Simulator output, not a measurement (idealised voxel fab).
Documented hereafter: the process module known as voxel gate over fins.
The width of the displayed cross-section, cut, is 230 nm; its cells are square, with a size of 5 nm.
Reading order for cross-sections: top band down to bottom band. Underlying form: a grid of square cells. Band size: one or more rows of cells.
In this notation a band is specified by the heights of its top and bottom, in that order and in nm, after which its materials appear from left to right, each paired with its width in nm. The word "edge to edge" attached to a single material means that material fills the band from edge to edge; the word "blank" stands for empty space.
Height datum 0, below which the as-received substrate wafer is one material. Lowest band open at the bottom, running downward: "from 0 down".
The expression "30..40" gives the width at the extremes of the band, the first number at its top row of cells and the second at its bottom row, with the width changing by equal amounts from each row to the next in between.
The designation "left unchanged", where it is given for a processing step, indicates that no cell of the cross-section was altered in the course of that step.
In "Voids, enclosed" the enclosed voids are listed, meaning empty spaces of 8 cells or larger without any opening to the top. The form is width x height at distance, distance from the left edge, units nm.
That trailing text on a step's line, after the settings, is the simulator's own remark on the step.
Among the settings permitted on a step's line is "overlay nm"; applied to a step with a mask, it specifies the extent to which the mask lay to the right of its planned position, whereas a negative figure signifies a position to the left.

### Intended process steps
1 RECEIVE (material Si)
2 CONFORMAL_DEP (material SiN; thk nm 5)
3 DIRECTIONAL_DEP (material aC; thk nm 10)
4 PATTERN (tone cover; mask id FINS; material resist; width nm 15; pitch nm 45; thk nm 25; overlay nm 0)
5 DIRECTIONAL_ETCH (etch materials aC; depth nm 10)
6 STRIP (etch materials resist)
7 DIRECTIONAL_ETCH (etch materials SiN; depth nm 5)
8 DIRECTIONAL_ETCH (etch materials Si; depth nm 35)
9 STRIP (etch materials aC)
10 OXIDIZE (depth nm 5)
11 FILL_DEP (material SiO2; thk nm 15)
12 CMP (height nm 5)
13 SELECTIVE_ETCH (etch materials SiO2; depth nm 20)
14 STRIP (etch materials SiN)
15 CONFORMAL_DEP (material HfO2; thk nm 5)
16 CONFORMAL_DEP (material TiN; thk nm 5)
17 FILL_DEP (material W; thk nm 15)
18 CMP (height nm 20)
19 CONFORMAL_DEP (material SiN; thk nm 5)

### As received (post step 1): cross-section
  from 0 down | Si edge to edge
  Voids, enclosed: none

### Module complete, cross-section. Starting point and plan per above. One mistake made in running the module
  from 25 to 20 | SiN edge to edge
  from 20 to 10 | W edge to edge
  from 10 to 5 | 55 of W, then 25 of HfO2, then 20 of W, then 25 of HfO2, then 20 of W, then 25 of HfO2, then 60 of W
  from 5 to 0 | 55 of W, then 5 of HfO2, then 15 of TiN, then 5 of HfO2, then 20 of W, then 5 of HfO2, then 15 of TiN, then 5 of HfO2, then 20 of W, then 5 of HfO2, then 15 of TiN, then 5 of HfO2, then 60 of W
  from 0 to -5 | 55 of W, then 5 of HfO2, then 5 of TiN, then 5 of Si, then 5 of TiN, then 5 of HfO2, then 20 of W, then 5 of HfO2, then 5 of TiN, then 5 of Si, then 5 of TiN, then 5 of HfO2, then 20 of W, then 5 of HfO2, then 5 of TiN, then 5 of Si, then 5 of TiN, then 5 of HfO2, then 60 of W
  from -5 to -10 | 60 of HfO2, then 5 of TiN, then 5 of Si, then 5 of TiN, then 30 of HfO2, then 5 of TiN, then 5 of Si, then 5 of TiN, then 30 of HfO2, then 5 of TiN, then 5 of Si, then 5 of TiN, then 65 of HfO2
  from -10 to -15 | 65 of TiN, then 5 of Si, then 40 of TiN, then 5 of Si, then 40 of TiN, then 5 of Si, then 70 of TiN
  from -15 to -40 | 65 of SiO2, then 5 of Si, then 40 of SiO2, then 5 of Si, then 40 of SiO2, then 5 of Si, then 70 of SiO2
  from -40 down | Si edge to edge
  Voids, enclosed: none
Misprocessing identified: steps 15 and 16 run out of order (swapped)
